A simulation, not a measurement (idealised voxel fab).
process module | voxel ribs on slabs
cross-section cut | 190 nm wide | cells 5 nm
A cross-section is a grid of square cells, given in bands from the top down. A band is one or more rows of cells.
Each band's line starts with the height of the band's top and of its bottom, in nm. Then come its materials from left to right, each with its width in nm. One material with "throughout" fills the band from edge to edge. "air" is empty space.
Height 0 is the level under which the wafer as received is all one material. The lowest band goes on downwards, as in "0 down".
A width such as "30 to 40" changes by the same amount from each row of cells to the next, from the band's top row to its bottom row.
"no change" after a step means that no cell of the cross-section changed.
closed voids: empty space of 8 cells or more with no open way to the top, each as width x height at its distance from the left edge, in nm
after a step's settings: what the simulator itself notes on the step
overlay nm, on a step with a mask: how far to the right of its planned place the mask lay; to the left if negative
plan
1 op RECEIVE | material Si
2 op DIRECTIONAL_DEP | material SiO2 | thk nm 25
3 op DIRECTIONAL_DEP | material polySi | thk nm 15
4 op DIRECTIONAL_DEP | material aC | thk nm 15
5 op PATTERN | tone cover | mask id RIB | material resist | width nm 30 | thk nm 30 | overlay nm 0
6 op DIRECTIONAL_ETCH | etch materials aC | depth nm 15
7 op STRIP | etch materials resist
8 op DIRECTIONAL_ETCH | etch materials polySi | depth nm 10
9 op STRIP | etch materials aC
10 op DIRECTIONAL_DEP | material aC | thk nm 10
11 op PATTERN | tone cover | mask id SLAB | material resist | width nm 60 | thk nm 25 | overlay nm 0
12 op DIRECTIONAL_ETCH | etch materials aC | depth nm 10
13 op STRIP | etch materials resist
14 op DIRECTIONAL_ETCH | etch materials polySi | depth nm 5
15 op STRIP | etch materials aC
16 op FILL_DEP | material SiO2 | thk nm 15
17 op CMP | height nm 50
18 op DIRECTIONAL_DEP | material TiN | thk nm 5
19 op DIRECTIONAL_DEP | material aC | thk nm 10
20 op PATTERN | tone cover | mask id HEATER | material resist | width nm 30 | thk nm 30 | overlay nm 0
21 op DIRECTIONAL_ETCH | etch materials aC | depth nm 10
22 op STRIP | etch materials resist
23 op DIRECTIONAL_ETCH | etch materials TiN | depth nm 5
24 op STRIP | etch materials aC
25 op CONFORMAL_DEP | material SiO2 | thk nm 5
varied across the wafers: width nm of step 20. The plan shows the first wafer's value. All wafers start alike
first wafer as received, after step 1
  0 down: Si throughout
  closed voids: none
first wafer at the end, after step 25
  60 to 55: air 75 | SiO2 40 | air 75
  55 to 50: SiO2 80 | TiN 30 | SiO2 80
  50 to 40: SiO2 throughout
  40 to 30: SiO2 80 | polySi 30 | SiO2 80
  30 to 25: SiO2 65 | polySi 60 | SiO2 65
  25 to 0: SiO2 throughout
  0 down: Si throughout
  closed voids: none
last wafer at the end
  60 to 55: air 65 | SiO2 65 | air 60
  55 to 50: SiO2 70 | TiN 55 | SiO2 65
  50 to 40: SiO2 throughout
  40 to 30: SiO2 80 | polySi 30 | SiO2 80
  30 to 25: SiO2 65 | polySi 60 | SiO2 65
  25 to 0: SiO2 throughout
  0 down: Si throughout
  closed voids: none
each wafer at the end: cells of each material gained (+) or lost (-) since it was received, then its closed voids
width nm 30 | +396 SiO2 | +6 TiN | +24 polySi | closed voids: none
width nm 35 | +396 SiO2 | +7 TiN | +24 polySi | closed voids: none
width nm 40 | +396 SiO2 | +8 TiN | +24 polySi | closed voids: none
width nm 45 | +396 SiO2 | +9 TiN | +24 polySi | closed voids: none
width nm 50 | +396 SiO2 | +10 TiN | +24 polySi | closed voids: none
width nm 55 | +396 SiO2 | +11 TiN | +24 polySi | closed voids: none
